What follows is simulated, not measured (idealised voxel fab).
Process module heading - voxel wiring stack
We display cut, a cross-section 210 nm in width whose square cells are each 5 nm.
Cross-section, as written here: a square-cell grid given band by band from the top down, where a band holds one or more rows of cells.
Per band: top height and bottom height in nm, followed by the left-to-right materials and their widths in nm; "edge to edge" marks a single material spanning edge to edge, "air" marks empty space.
Below 0: as-received wafer, all one material; heights counted from there. Lowest band: no bottom, goes on down, written "0 down".
The notation "30 to 40" denotes a width that varies across the rows of cells in the band, beginning at the first number in the top row, finishing at the second number in the bottom row, and changing by an identical amount from each row to the next.
"nothing changed" after a step means that no cell of the cross-section changed.
Enclosed voids (no open way to top), threshold 8 cells or more, entry "Internal closed voids", notation width x height at distance, distance from left edge, nm.
On a step's line, text after the settings is the simulator commenting on that step.
overlay nm: how far to the right of its planned place the mask lay on this masked step (negative: to the left).
Pairs follow: section before one process step, section after it down to the lowest changed band, step with settings underneath. Pairs may come from different runs of this module on the same starting wafer; continuity with the pair above only as stated in the "before" entry.

## before
40 to 35 | 50 lowk / 5 SiN / 20 W / 5 SiN / 10 lowk / 5 SiN / 20 W / 5 SiN / 10 lowk / 5 SiN / 20 W / 5 SiN / 50 lowk
35 to 30 | 55 SiN / 20 TiN / 20 SiN / 20 TiN / 20 SiN / 20 TiN / 55 SiN
30 to 0 | SiO2 edge to edge
0 down | Si edge to edge
Internal closed voids: none

## Result of Step
45 to 40 | SiCN edge to edge
Nothing below the height 40 has changed.
Internal closed voids: none
Applied between the two views above: op CONFORMAL_DEP | material SiCN | thk nm 5

before: this step begins from the cross-section that the pair just above shows after its step.

## Result of Step
70 to 45 | lowk edge to edge
Nothing below the height 45 has changed.
Internal closed voids: none
Applied between the two views above: op DIRECTIONAL_DEP | material lowk | thk nm 25

before: this step begins from the cross-section that the pair just above shows after its step.

## Result of Step
85 to 70 | 55 resist / 20 air / 20 resist / 20 air / 20 resist / 20 air / 55 resist
Nothing below the height 70 has changed.
Internal closed voids: none
Applied between the two views above: op PATTERN | tone open | mask id METAL_2 | material resist | width nm 20 | pitch nm 40 | thk nm 15 | overlay nm 0

before: this step begins from the cross-section that the pair just above shows after its step.

## Result of Step
85 to 70 | 55 resist / 20 air / 20 resist / 20 air / 20 resist / 20 air / 55 resist
70 to 55 | 55 lowk / 20 air / 20 lowk / 20 air / 20 lowk / 20 air / 55 lowk
Nothing below the height 55 has changed.
Internal closed voids: none
Applied between the two views above: op DIRECTIONAL_ETCH | etch materials lowk | depth nm 15

before: this step begins from the cross-section that the pair just above shows after its step.

## Result of Step
70 to 55 | 55 lowk / 20 air / 20 lowk / 20 air / 20 lowk / 20 air / 55 lowk
Nothing below the height 55 has changed.
Internal closed voids: none
Applied between the two views above: op STRIP | etch materials resist

before: this step begins from the cross-section that the pair just above shows after its step.

## Result of Step
85 to 70 | 55 aC / 20 air / 20 aC / 20 air / 20 aC / 20 air / 55 aC
70 to 55 | 55 lowk / 20 aC / 20 lowk / 20 aC / 20 lowk / 20 aC / 55 lowk
Nothing below the height 55 has changed.
Internal closed voids: none
Applied between the two views above: op DIRECTIONAL_DEP | material aC | thk nm 15

before: this step begins from the cross-section that the pair just above shows after its step.

## Result of Step
115 to 85 | 55 resist / 15 air / 65 resist / 15 air / 60 resist
85 to 70 | 55 aC / 15 air / 5 resist / 20 aC / 20 resist / 20 aC / 15 air / 5 resist / 55 aC
Nothing below the height 70 has changed.
Internal closed voids: none
Applied between the two views above: op PATTERN | tone open | mask id METAL_2_HOLES | material resist | width nm 15 | pitch nm 80 | thk nm 30 | overlay nm 0

before: this step begins from the cross-section that the pair just above shows after its step.

## Result of Step
100 to 85 | 55 resist / 15 air / 65 resist / 15 air / 60 resist
85 to 70 | 55 aC / 15 air / 5 resist / 20 aC / 20 resist / 20 aC / 15 air / 5 resist / 55 aC
70 to 55 | 55 lowk / 15 air / 5 aC / 20 lowk / 20 aC / 20 lowk / 15 air / 5 aC / 55 lowk
Nothing below the height 55 has changed.
Internal closed voids: none
Applied between the two views above: op DIRECTIONAL_ETCH | etch materials aC | depth nm 15

before: this step begins from the cross-section that the pair just above shows after its step.

## Result of Step
85 to 70 | 55 aC / 20 air / 20 aC / 20 air / 20 aC / 20 air / 55 aC
Nothing below the height 70 has changed.
Internal closed voids: none
Applied between the two views above: op STRIP | etch materials resist

before: this step begins from the cross-section that the pair just above shows after its step.

## Result of Step
85 to 70 | 55 aC / 20 air / 20 aC / 20 air / 20 aC / 20 air / 55 aC
70 to 55 | 55 lowk / 15 air / 5 aC / 20 lowk / 20 aC / 20 lowk / 15 air / 5 aC / 55 lowk
55 to 45 | 55 lowk / 15 air / 65 lowk / 15 air / 60 lowk
Nothing below the height 45 has changed.
Internal closed voids: none
Applied between the two views above: op DIRECTIONAL_ETCH | etch materials lowk | depth nm 10

before: this step begins from the cross-section that the pair just above shows after its step.

## Result of Step
85 to 70 | 55 aC / 20 air / 20 aC / 20 air / 20 aC / 20 air / 55 aC
70 to 55 | 55 lowk / 15 air / 5 aC / 20 lowk / 20 aC / 20 lowk / 15 air / 5 aC / 55 lowk
55 to 45 | 55 lowk / 15 air / 65 lowk / 15 air / 60 lowk
45 to 40 | 55 SiCN / 15 air / 65 SiCN / 15 air / 60 SiCN
Nothing below the height 40 has changed.
Internal closed voids: none
Applied between the two views above: op DIRECTIONAL_ETCH | etch materials SiCN | depth nm 5

before: this step begins from the cross-section that the pair just above shows after its step.

## Result of Step
70 to 55 | 55 lowk / 20 air / 20 lowk / 20 air / 20 lowk / 20 air / 55 lowk
Nothing below the height 55 has changed.
Internal closed voids: none
Applied between the two views above: op STRIP | etch materials aC

before: this step begins from the cross-section that the pair just above shows after its step.

## Result of Step
75 to 70 | 60 TiN / 10 air / 30 TiN / 10 air / 30 TiN / 10 air / 60 TiN
70 to 60 | 55 lowk / 5 TiN / 10 air / 5 TiN / 20 lowk / 5 TiN / 10 air / 5 TiN / 20 lowk / 5 TiN / 10 air / 5 TiN / 55 lowk
60 to 55 | 55 lowk / 5 TiN / 5 air / 10 TiN / 20 lowk / 20 TiN / 20 lowk / 5 TiN / 5 air / 10 TiN / 55 lowk
55 to 45 | 55 lowk / 5 TiN / 5 air / 5 TiN / 65 lowk / 5 TiN / 5 air / 5 TiN / 60 lowk
45 to 40 | 55 SiCN / 15 TiN / 65 SiCN / 15 TiN / 60 SiCN
Nothing below the height 40 has changed.
Internal closed voids: none
Applied between the two views above: op CONFORMAL_DEP | material TiN | thk nm 5

before: this step begins from the cross-section that the pair just above shows after its step.

## Result of Step
85 to 75 | Cu edge to edge
75 to 70 | 60 TiN / 10 Cu / 30 TiN / 10 Cu / 30 TiN / 10 Cu / 60 TiN
70 to 60 | 55 lowk / 5 TiN / 10 Cu / 5 TiN / 20 lowk / 5 TiN / 10 Cu / 5 TiN / 20 lowk / 5 TiN / 10 Cu / 5 TiN / 55 lowk
60 to 55 | 55 lowk / 5 TiN / 5 Cu / 10 TiN / 20 lowk / 20 TiN / 20 lowk / 5 TiN / 5 Cu / 10 TiN / 55 lowk
55 to 45 | 55 lowk / 5 TiN / 5 Cu / 5 TiN / 65 lowk / 5 TiN / 5 Cu / 5 TiN / 60 lowk
Nothing below the height 45 has changed.
Internal closed voids: none
Applied between the two views above: op FILL_DEP | material Cu | thk nm 10

before: this step begins from the cross-section that the pair just above shows after its step.

## Result of Step
70 to 60 | 55 lowk / 5 TiN / 10 Cu / 5 TiN / 20 lowk / 5 TiN / 10 Cu / 5 TiN / 20 lowk / 5 TiN / 10 Cu / 5 TiN / 55 lowk
Nothing below the height 60 has changed.
Internal closed voids: none
Applied between the two views above: op CMP | height nm 70

before: this step begins from the cross-section that the pair just above shows after its step.

## Result of Step
75 to 70 | SiCN edge to edge
Nothing below the height 70 has changed.
Internal closed voids: none
Applied between the two views above: op CONFORMAL_DEP | material SiCN | thk nm 5

before: this step begins from the cross-section that the pair just above shows after its step.

## Result of Step
85 to 75 | lowk edge to edge
Nothing below the height 75 has changed.
Internal closed voids: none
Applied between the two views above: op DIRECTIONAL_DEP | material lowk | thk nm 10

before: this step begins from the cross-section that the pair just above shows after its step.

## Result of Step
85 to 75 | 55 lowk / 15 air / 65 lowk / 15 air / 60 lowk
Nothing below the height 75 has changed.
Internal closed voids: none
Applied between the two views above: op MASKED_ETCH | tone open | mask id PLUG_2 | width nm 15 | pitch nm 80 | etch materials lowk | depth nm 10 | overlay nm 0

before: this step begins from the cross-section that the pair just above shows after its step.

## Result of Step
85 to 75 | 55 lowk / 15 air / 65 lowk / 15 air / 60 lowk
75 to 70 | 55 SiCN / 15 air / 65 SiCN / 15 air / 60 SiCN
Nothing below the height 70 has changed.
Internal closed voids: none
Applied between the two views above: op MASKED_ETCH | tone open | mask id PLUG_2 | width nm 15 | pitch nm 80 | etch materials SiCN | depth nm 5 | overlay nm 0

before: this step begins from the cross-section that the pair just above shows after its step.

## Result of Step
90 to 85 | 60 TiN / 5 air / 75 TiN / 5 air / 65 TiN
85 to 75 | 55 lowk / 5 TiN / 5 air / 5 TiN / 65 lowk / 5 TiN / 5 air / 5 TiN / 60 lowk
75 to 70 | 55 SiCN / 15 TiN / 65 SiCN / 15 TiN / 60 SiCN
Nothing below the height 70 has changed.
Internal closed voids: none
Applied between the two views above: op CONFORMAL_DEP | material TiN | thk nm 5

before: this step begins from the cross-section that the pair just above shows after its step.

## Result of Step
100 to 90 | Cu edge to edge
90 to 85 | 60 TiN / 5 Cu / 75 TiN / 5 Cu / 65 TiN
85 to 75 | 55 lowk / 5 TiN / 5 Cu / 5 TiN / 65 lowk / 5 TiN / 5 Cu / 5 TiN / 60 lowk
Nothing below the height 75 has changed.
Internal closed voids: none
Applied between the two views above: op FILL_DEP | material Cu | thk nm 10

before: this step begins from the cross-section that the pair just above shows after its step.

## Result of Step
85 to 75 | 55 lowk / 5 TiN / 5 Cu / 5 TiN / 65 lowk / 5 TiN / 5 Cu / 5 TiN / 60 lowk
Nothing below the height 75 has changed.
Internal closed voids: none
Applied between the two views above: op CMP | height nm 85

before: this step begins from the cross-section that the pair just above shows after its step.

## Result of Step
90 to 85 | SiN edge to edge
Nothing below the height 85 has changed.
Internal closed voids: none
Applied between the two views above: op CONFORMAL_DEP | material SiN | thk nm 5

before: this step begins from the cross-section that the pair just above shows after its step.

## Result of Step
110 to 90 | SiO2 edge to edge
Nothing below the height 90 has changed.
Internal closed voids: none
Applied between the two views above: op DIRECTIONAL_DEP | material SiO2 | thk nm 20

before: this step begins from the cross-section that the pair just above shows after its step.

## Result of Step
110 to 90 | 55 SiO2 / 20 air / 20 SiO2 / 20 air / 20 SiO2 / 20 air / 55 SiO2
Nothing below the height 90 has changed.
Internal closed voids: none
Applied between the two views above: op MASKED_ETCH | tone open | mask id METAL_3 | width nm 20 | pitch nm 40 | etch materials SiO2 | depth nm 20 | overlay nm 0

before: this step begins from the cross-section that the pair just above shows after its step.

## Result of Step
110 to 90 | 55 SiO2 / 20 air / 20 SiO2 / 20 air / 20 SiO2 / 20 air / 55 SiO2
90 to 85 | 55 SiN / 20 air / 20 SiN / 20 air / 20 SiN / 20 air / 55 SiN
Nothing below the height 85 has changed.
Internal closed voids: none
Applied between the two views above: op MASKED_ETCH | tone open | mask id METAL_3 | width nm 20 | pitch nm 40 | etch materials SiN | depth nm 5 | overlay nm 0

before: this step begins from the cross-section that the pair just above shows after its step.

## Result of Step
115 to 110 | 60 TiN / 10 air / 30 TiN / 10 air / 30 TiN / 10 air / 60 TiN
110 to 90 | 55 SiO2 / 5 TiN / 10 air / 5 TiN / 20 SiO2 / 5 TiN / 10 air / 5 TiN / 20 SiO2 / 5 TiN / 10 air / 5 TiN / 55 SiO2
90 to 85 | 55 SiN / 20 TiN / 20 SiN / 20 TiN / 20 SiN / 20 TiN / 55 SiN
Nothing below the height 85 has changed.
Internal closed voids: none
Applied between the two views above: op CONFORMAL_DEP | material TiN | thk nm 5

before: this step begins from the cross-section that the pair just above shows after its step.

## Result of Step
125 to 115 | Cu edge to edge
115 to 110 | 60 TiN / 10 Cu / 30 TiN / 10 Cu / 30 TiN / 10 Cu / 60 TiN
110 to 90 | 55 SiO2 / 5 TiN / 10 Cu / 5 TiN / 20 SiO2 / 5 TiN / 10 Cu / 5 TiN / 20 SiO2 / 5 TiN / 10 Cu / 5 TiN / 55 SiO2
Nothing below the height 90 has changed.
Internal closed voids: none
Applied between the two views above: op FILL_DEP | material Cu | thk nm 10

before: this step begins from the cross-section that the pair just above shows after its step.

## Result of Step
110 to 90 | 55 SiO2 / 5 TiN / 10 Cu / 5 TiN / 20 SiO2 / 5 TiN / 10 Cu / 5 TiN / 20 SiO2 / 5 TiN / 10 Cu / 5 TiN / 55 SiO2
Nothing below the height 90 has changed.
Internal closed voids: none
Applied between the two views above: op CMP | height nm 110

before: this step begins from the cross-section that the pair just above shows after its step.

## Result of Step
115 to 110 | SiCN edge to edge
Nothing below the height 110 has changed.
Internal closed voids: none
Applied between the two views above: op CONFORMAL_DEP | material SiCN | thk nm 5

before: this step begins from the cross-section that the pair just above shows after its step.

## Result of Step
150 to 115 | lowk edge to edge
Nothing below the height 115 has changed.
Internal closed voids: none
Applied between the two views above: op DIRECTIONAL_DEP | material lowk | thk nm 35

before: this step begins from the cross-section that the pair just above shows after its step.

## Result of Step
170 to 150 | 55 resist / 15 air / 25 resist / 15 air / 25 resist / 15 air / 60 resist
Nothing below the height 150 has changed.
Internal closed voids: none
Applied between the two views above: op PATTERN | tone open | mask id METAL_4_HOLES | material resist | width nm 15 | pitch nm 40 | thk nm 20 | overlay nm 0

before: this step begins from the cross-section that the pair just above shows after its step.

## Result of Step
170 to 150 | 55 resist / 15 air / 25 resist / 15 air / 25 resist / 15 air / 60 resist
150 to 115 | 55 lowk / 15 air / 25 lowk / 15 air / 25 lowk / 15 air / 60 lowk
Nothing below the height 115 has changed.
Internal closed voids: none
Applied between the two views above: op DIRECTIONAL_ETCH | etch materials lowk | depth nm 35

before: this step begins from the cross-section that the pair just above shows after its step.

## Result of Step
150 to 115 | 55 lowk / 15 air / 25 lowk / 15 air / 25 lowk / 15 air / 60 lowk
Nothing below the height 115 has changed.
Internal closed voids: none
Applied between the two views above: op STRIP | etch materials resist

before: this step begins from the cross-section that the pair just above shows after its step.

## Result of Step
160 to 150 | 55 aC / 15 air / 25 aC / 15 air / 25 aC / 15 air / 60 aC
150 to 125 | 55 lowk / 15 air / 25 lowk / 15 air / 25 lowk / 15 air / 60 lowk
125 to 115 | 55 lowk / 15 aC / 25 lowk / 15 aC / 25 lowk / 15 aC / 60 lowk
Nothing below the height 115 has changed.
Internal closed voids: none
Applied between the two views above: op DIRECTIONAL_DEP | material aC | thk nm 10

before: this step begins from the cross-section that the pair just above shows after its step.

## Result of Step
185 to 160 | 55 resist / 20 air / 20 resist / 20 air / 20 resist / 20 air / 55 resist
Nothing below the height 160 has changed.
Internal closed voids: none
Applied between the two views above: op PATTERN | tone open | mask id METAL_4 | material resist | width nm 20 | pitch nm 40 | thk nm 25 | overlay nm 0

before: this step begins from the cross-section that the pair just above shows after its step.

## Result of Step
175 to 160 | 55 resist / 20 air / 20 resist / 20 air / 20 resist / 20 air / 55 resist
160 to 150 | 55 aC / 20 air / 20 aC / 20 air / 20 aC / 20 air / 55 aC
150 to 115 | 55 lowk / 15 air / 25 lowk / 15 air / 25 lowk / 15 air / 60 lowk
Nothing below the height 115 has changed.
Internal closed voids: none
Applied between the two views above: op DIRECTIONAL_ETCH | etch materials aC | depth nm 10

before: this step begins from the cross-section that the pair just above shows after its step.

## Result of Step
160 to 150 | 55 aC / 20 air / 20 aC / 20 air / 20 aC / 20 air / 55 aC
Nothing below the height 150 has changed.
Internal closed voids: none
Applied between the two views above: op STRIP | etch materials resist

before: this step begins from the cross-section that the pair just above shows after its step.

## Result of Step
160 to 150 | 55 aC / 20 air / 20 aC / 20 air / 20 aC / 20 air / 55 aC
150 to 130 | 55 lowk / 20 air / 20 lowk / 20 air / 20 lowk / 20 air / 55 lowk
Nothing below the height 130 has changed.
Internal closed voids: none
Applied between the two views above: op DIRECTIONAL_ETCH | etch materials lowk | depth nm 20

before: this step begins from the cross-section that the pair just above shows after its step.

## Result of Step
160 to 150 | 55 aC / 20 air / 20 aC / 20 air / 20 aC / 20 air / 55 aC
150 to 130 | 55 lowk / 20 air / 20 lowk / 20 air / 20 lowk / 20 air / 55 lowk
130 to 115 | 55 lowk / 15 air / 25 lowk / 15 air / 25 lowk / 15 air / 60 lowk
115 to 110 | 55 SiCN / 15 air / 25 SiCN / 15 air / 25 SiCN / 15 air / 60 SiCN
Nothing below the height 110 has changed.
Internal closed voids: none
Applied between the two views above: op DIRECTIONAL_ETCH | etch materials SiCN | depth nm 5

before: this step begins from the cross-section that the pair just above shows after its step.

## Result of Step
150 to 130 | 55 lowk / 20 air / 20 lowk / 20 air / 20 lowk / 20 air / 55 lowk
Nothing below the height 130 has changed.
Internal closed voids: none
Applied between the two views above: op STRIP | etch materials aC

before: this step begins from the cross-section that the pair just above shows after its step.

## Result of Step
155 to 150 | 60 TiN / 10 air / 30 TiN / 10 air / 30 TiN / 10 air / 60 TiN
150 to 135 | 55 lowk / 5 TiN / 10 air / 5 TiN / 20 lowk / 5 TiN / 10 air / 5 TiN / 20 lowk / 5 TiN / 10 air / 5 TiN / 55 lowk
135 to 130 | 55 lowk / 5 TiN / 5 air / 10 TiN / 20 lowk / 5 TiN / 5 air / 10 TiN / 20 lowk / 5 TiN / 5 air / 10 TiN / 55 lowk
130 to 115 | 55 lowk / 5 TiN / 5 air / 5 TiN / 25 lowk / 5 TiN / 5 air / 5 TiN / 25 lowk / 5 TiN / 5 air / 5 TiN / 60 lowk
115 to 110 | 55 SiCN / 15 TiN / 25 SiCN / 15 TiN / 25 SiCN / 15 TiN / 60 SiCN
Nothing below the height 110 has changed.
Internal closed voids: none
Applied between the two views above: op CONFORMAL_DEP | material TiN | thk nm 5

before: this step begins from the cross-section that the pair just above shows after its step.

## Result of Step
165 to 155 | Ru edge to edge
155 to 150 | 60 TiN / 10 Ru / 30 TiN / 10 Ru / 30 TiN / 10 Ru / 60 TiN
150 to 135 | 55 lowk / 5 TiN / 10 Ru / 5 TiN / 20 lowk / 5 TiN / 10 Ru / 5 TiN / 20 lowk / 5 TiN / 10 Ru / 5 TiN / 55 lowk
135 to 130 | 55 lowk / 5 TiN / 5 Ru / 10 TiN / 20 lowk / 5 TiN / 5 Ru / 10 TiN / 20 lowk / 5 TiN / 5 Ru / 10 TiN / 55 lowk
130 to 115 | 55 lowk / 5 TiN / 5 Ru / 5 TiN / 25 lowk / 5 TiN / 5 Ru / 5 TiN / 25 lowk / 5 TiN / 5 Ru / 5 TiN / 60 lowk
Nothing below the height 115 has changed.
Internal closed voids: none
Applied between the two views above: op FILL_DEP | material Ru | thk nm 10

before: this step begins from the cross-section that the pair just above shows after its step.

## Result of Step
150 to 135 | 55 lowk / 5 TiN / 10 Ru / 5 TiN / 20 lowk / 5 TiN / 10 Ru / 5 TiN / 20 lowk / 5 TiN / 10 Ru / 5 TiN / 55 lowk
Nothing below the height 135 has changed.
Internal closed voids: none
Applied between the two views above: op CMP | height nm 150

before: this step begins from the cross-section that the pair just above shows after its step.

## Result of Step
155 to 150 | SiN edge to edge
Nothing below the height 150 has changed.
Internal closed voids: none
Applied between the two views above: op CONFORMAL_DEP | material SiN | thk nm 5

## before
85 to 70 | 55 resist / 20 air / 20 resist / 20 air / 20 resist / 20 air / 55 resist
70 to 55 | 55 lowk / 20 air / 20 lowk / 20 air / 20 lowk / 20 air / 55 lowk
55 to 45 | lowk edge to edge
45 to 40 | SiCN edge to edge
40 to 20 | 50 lowk / 5 SiN / 20 W / 5 SiN / 10 lowk / 5 SiN / 20 W / 5 SiN / 10 lowk / 5 SiN / 20 W / 5 SiN / 50 lowk
20 to 15 | 55 SiN / 20 TiN / 20 SiN / 20 TiN / 20 SiN / 20 TiN / 55 SiN
15 to 0 | SiO2 edge to edge
0 down | Si edge to edge
Internal closed voids: none

## Result of Step
100 to 85 | 55 aC / 20 air / 20 aC / 20 air / 20 aC / 20 air / 55 aC
85 to 70 | 55 resist / 20 air / 20 resist / 20 air / 20 resist / 20 air / 55 resist
70 to 55 | 55 lowk / 20 aC / 20 lowk / 20 aC / 20 lowk / 20 aC / 55 lowk
Nothing below the height 55 has changed.
Internal closed voids: none
Applied between the two views above: op DIRECTIONAL_DEP | material aC | thk nm 15

before: this step begins from the cross-section that the pair just above shows after its step.

## Result of Step
70 to 55 | 55 lowk / 20 aC / 20 lowk / 20 aC / 20 lowk / 20 aC / 55 lowk
Nothing below the height 55 has changed.
Internal closed voids: none
Applied between the two views above: op STRIP | etch materials resist

before: this step begins from the cross-section that the pair just above shows after its step.

## Result of Step
100 to 70 | 55 resist / 15 air / 65 resist / 15 air / 60 resist
Nothing below the height 70 has changed.
Internal closed voids: none
Applied between the two views above: op PATTERN | tone open | mask id METAL_2_HOLES | material resist | width nm 15 | pitch nm 80 | thk nm 30 | overlay nm 0

before: this step begins from the cross-section that the pair just above shows after its step.

## Result of Step
85 to 70 | 55 resist / 15 air / 65 resist / 15 air / 60 resist
70 to 55 | 55 lowk / 15 air / 5 aC / 20 lowk / 20 aC / 20 lowk / 15 air / 5 aC / 55 lowk
Nothing below the height 55 has changed.
Internal closed voids: none
Applied between the two views above: op DIRECTIONAL_ETCH | etch materials aC | depth nm 15

before: this step begins from the cross-section that the pair just above shows after its step.

## Result of Step
70 to 55 | 55 lowk / 15 air / 5 aC / 20 lowk / 20 aC / 20 lowk / 15 air / 5 aC / 55 lowk
Nothing below the height 55 has changed.
Internal closed voids: none
Applied between the two views above: op STRIP | etch materials resist

before: this step begins from the cross-section that the pair just above shows after its step.

## Result of Step
70 to 60 | 70 air / 5 aC / 20 air / 20 aC / 35 air / 5 aC / 55 air
60 to 55 | 55 lowk / 15 air / 5 aC / 20 lowk / 20 aC / 20 lowk / 15 air / 5 aC / 55 lowk
55 to 45 | 55 lowk / 15 air / 65 lowk / 15 air / 60 lowk
Nothing below the height 45 has changed.
Internal closed voids: none
Applied between the two views above: op DIRECTIONAL_ETCH | etch materials lowk | depth nm 10

before: this step begins from the cross-section that the pair just above shows after its step.

## Result of Step
70 to 60 | 70 air / 5 aC / 20 air / 20 aC / 35 air / 5 aC / 55 air
60 to 55 | 55 lowk / 15 air / 5 aC / 20 lowk / 20 aC / 20 lowk / 15 air / 5 aC / 55 lowk
55 to 45 | 55 lowk / 15 air / 65 lowk / 15 air / 60 lowk
45 to 40 | 55 SiCN / 15 air / 65 SiCN / 15 air / 60 SiCN
Nothing below the height 40 has changed.
Internal closed voids: none
Applied between the two views above: op DIRECTIONAL_ETCH | etch materials SiCN | depth nm 5

before: this step begins from the cross-section that the pair just above shows after its step.

## Result of Step
60 to 55 | 55 lowk / 20 air / 20 lowk / 20 air / 20 lowk / 20 air / 55 lowk
Nothing below the height 55 has changed.
Internal closed voids: none
Applied between the two views above: op STRIP | etch materials aC

before: this step begins from the cross-section that the pair just above shows after its step.

## Result of Step
65 to 60 | 60 TiN / 10 air / 30 TiN / 10 air / 30 TiN / 10 air / 60 TiN
60 to 55 | 55 lowk / 5 TiN / 5 air / 10 TiN / 20 lowk / 20 TiN / 20 lowk / 5 TiN / 5 air / 10 TiN / 55 lowk
55 to 45 | 55 lowk / 5 TiN / 5 air / 5 TiN / 65 lowk / 5 TiN / 5 air / 5 TiN / 60 lowk
45 to 40 | 55 SiCN / 15 TiN / 65 SiCN / 15 TiN / 60 SiCN
Nothing below the height 40 has changed.
Internal closed voids: none
Applied between the two views above: op CONFORMAL_DEP | material TiN | thk nm 5

before: this step begins from the cross-section that the pair just above shows after its step.

## Result of Step
75 to 65 | Cu edge to edge
65 to 60 | 60 TiN / 10 Cu / 30 TiN / 10 Cu / 30 TiN / 10 Cu / 60 TiN
60 to 55 | 55 lowk / 5 TiN / 5 Cu / 10 TiN / 20 lowk / 20 TiN / 20 lowk / 5 TiN / 5 Cu / 10 TiN / 55 lowk
55 to 45 | 55 lowk / 5 TiN / 5 Cu / 5 TiN / 65 lowk / 5 TiN / 5 Cu / 5 TiN / 60 lowk
Nothing below the height 45 has changed.
Internal closed voids: none
Applied between the two views above: op FILL_DEP | material Cu | thk nm 10

before: this step begins from the cross-section that the pair just above shows after its step.

## Result of Step
70 to 65 | Cu edge to edge
Nothing below the height 65 has changed.
Internal closed voids: none
Applied between the two views above: op CMP | height nm 70

before: this step begins from the cross-section that the pair just above shows after its step.

## Result of Step
75 to 70 | SiCN edge to edge
Nothing below the height 70 has changed.
Internal closed voids: none
Applied between the two views above: op CONFORMAL_DEP | material SiCN | thk nm 5

before: this step begins from the cross-section that the pair just above shows after its step.

## Result of Step
85 to 75 | lowk edge to edge
Nothing below the height 75 has changed.
Internal closed voids: none
Applied between the two views above: op DIRECTIONAL_DEP | material lowk | thk nm 10

before: this step begins from the cross-section that the pair just above shows after its step.

## Result of Step
85 to 75 | 55 lowk / 15 air / 65 lowk / 15 air / 60 lowk
Nothing below the height 75 has changed.
Internal closed voids: none
Applied between the two views above: op MASKED_ETCH | tone open | mask id PLUG_2 | width nm 15 | pitch nm 80 | etch materials lowk | depth nm 10 | overlay nm 0

before: this step begins from the cross-section that the pair just above shows after its step.

## Result of Step
85 to 75 | 55 lowk / 15 air / 65 lowk / 15 air / 60 lowk
75 to 70 | 55 SiCN / 15 air / 65 SiCN / 15 air / 60 SiCN
Nothing below the height 70 has changed.
Internal closed voids: none
Applied between the two views above: op MASKED_ETCH | tone open | mask id PLUG_2 | width nm 15 | pitch nm 80 | etch materials SiCN | depth nm 5 | overlay nm 0

before: this step begins from the cross-section that the pair just above shows after its step.

## Result of Step
90 to 85 | 60 TiN / 5 air / 75 TiN / 5 air / 65 TiN
85 to 75 | 55 lowk / 5 TiN / 5 air / 5 TiN / 65 lowk / 5 TiN / 5 air / 5 TiN / 60 lowk
75 to 70 | 55 SiCN / 15 TiN / 65 SiCN / 15 TiN / 60 SiCN
Nothing below the height 70 has changed.
Internal closed voids: none
Applied between the two views above: op CONFORMAL_DEP | material TiN | thk nm 5

before: this step begins from the cross-section that the pair just above shows after its step.

## Result of Step
100 to 90 | Cu edge to edge
90 to 85 | 60 TiN / 5 Cu / 75 TiN / 5 Cu / 65 TiN
85 to 75 | 55 lowk / 5 TiN / 5 Cu / 5 TiN / 65 lowk / 5 TiN / 5 Cu / 5 TiN / 60 lowk
Nothing below the height 75 has changed.
Internal closed voids: none
Applied between the two views above: op FILL_DEP | material Cu | thk nm 10

before: this step begins from the cross-section that the pair just above shows after its step.

## Result of Step
85 to 75 | 55 lowk / 5 TiN / 5 Cu / 5 TiN / 65 lowk / 5 TiN / 5 Cu / 5 TiN / 60 lowk
Nothing below the height 75 has changed.
Internal closed voids: none
Applied between the two views above: op CMP | height nm 85

before: this step begins from the cross-section that the pair just above shows after its step.

## Result of Step
90 to 85 | SiN edge to edge
Nothing below the height 85 has changed.
Internal closed voids: none
Applied between the two views above: op CONFORMAL_DEP | material SiN | thk nm 5

before: this step begins from the cross-section that the pair just above shows after its step.

## Result of Step
110 to 90 | SiO2 edge to edge
Nothing below the height 90 has changed.
Internal closed voids: none
Applied between the two views above: op DIRECTIONAL_DEP | material SiO2 | thk nm 20

before: this step begins from the cross-section that the pair just above shows after its step.

## Result of Step
110 to 90 | 55 SiO2 / 20 air / 20 SiO2 / 20 air / 20 SiO2 / 20 air / 55 SiO2
Nothing below the height 90 has changed.
Internal closed voids: none
Applied between the two views above: op MASKED_ETCH | tone open | mask id METAL_3 | width nm 20 | pitch nm 40 | etch materials SiO2 | depth nm 20 | overlay nm 0

before: this step begins from the cross-section that the pair just above shows after its step.

## Result of Step
110 to 90 | 55 SiO2 / 20 air / 20 SiO2 / 20 air / 20 SiO2 / 20 air / 55 SiO2
90 to 85 | 55 SiN / 20 air / 20 SiN / 20 air / 20 SiN / 20 air / 55 SiN
Nothing below the height 85 has changed.
Internal closed voids: none
Applied between the two views above: op MASKED_ETCH | tone open | mask id METAL_3 | width nm 20 | pitch nm 40 | etch materials SiN | depth nm 5 | overlay nm 0

before: this step begins from the cross-section that the pair just above shows after its step.

## Result of Step
115 to 110 | 60 TiN / 10 air / 30 TiN / 10 air / 30 TiN / 10 air / 60 TiN
110 to 90 | 55 SiO2 / 5 TiN / 10 air / 5 TiN / 20 SiO2 / 5 TiN / 10 air / 5 TiN / 20 SiO2 / 5 TiN / 10 air / 5 TiN / 55 SiO2
90 to 85 | 55 SiN / 20 TiN / 20 SiN / 20 TiN / 20 SiN / 20 TiN / 55 SiN
Nothing below the height 85 has changed.
Internal closed voids: none
Applied between the two views above: op CONFORMAL_DEP | material TiN | thk nm 5

before: this step begins from the cross-section that the pair just above shows after its step.

## Result of Step
125 to 115 | Cu edge to edge
115 to 110 | 60 TiN / 10 Cu / 30 TiN / 10 Cu / 30 TiN / 10 Cu / 60 TiN
110 to 90 | 55 SiO2 / 5 TiN / 10 Cu / 5 TiN / 20 SiO2 / 5 TiN / 10 Cu / 5 TiN / 20 SiO2 / 5 TiN / 10 Cu / 5 TiN / 55 SiO2
Nothing below the height 90 has changed.
Internal closed voids: none
Applied between the two views above: op FILL_DEP | material Cu | thk nm 10

before: this step begins from the cross-section that the pair just above shows after its step.

## Result of Step
110 to 90 | 55 SiO2 / 5 TiN / 10 Cu / 5 TiN / 20 SiO2 / 5 TiN / 10 Cu / 5 TiN / 20 SiO2 / 5 TiN / 10 Cu / 5 TiN / 55 SiO2
Nothing below the height 90 has changed.
Internal closed voids: none
Applied between the two views above: op CMP | height nm 110

before: this step begins from the cross-section that the pair just above shows after its step.

## Result of Step
115 to 110 | SiCN edge to edge
Nothing below the height 110 has changed.
Internal closed voids: none
Applied between the two views above: op CONFORMAL_DEP | material SiCN | thk nm 5

before: this step begins from the cross-section that the pair just above shows after its step.

## Result of Step
150 to 115 | lowk edge to edge
Nothing below the height 115 has changed.
Internal closed voids: none
Applied between the two views above: op DIRECTIONAL_DEP | material lowk | thk nm 35
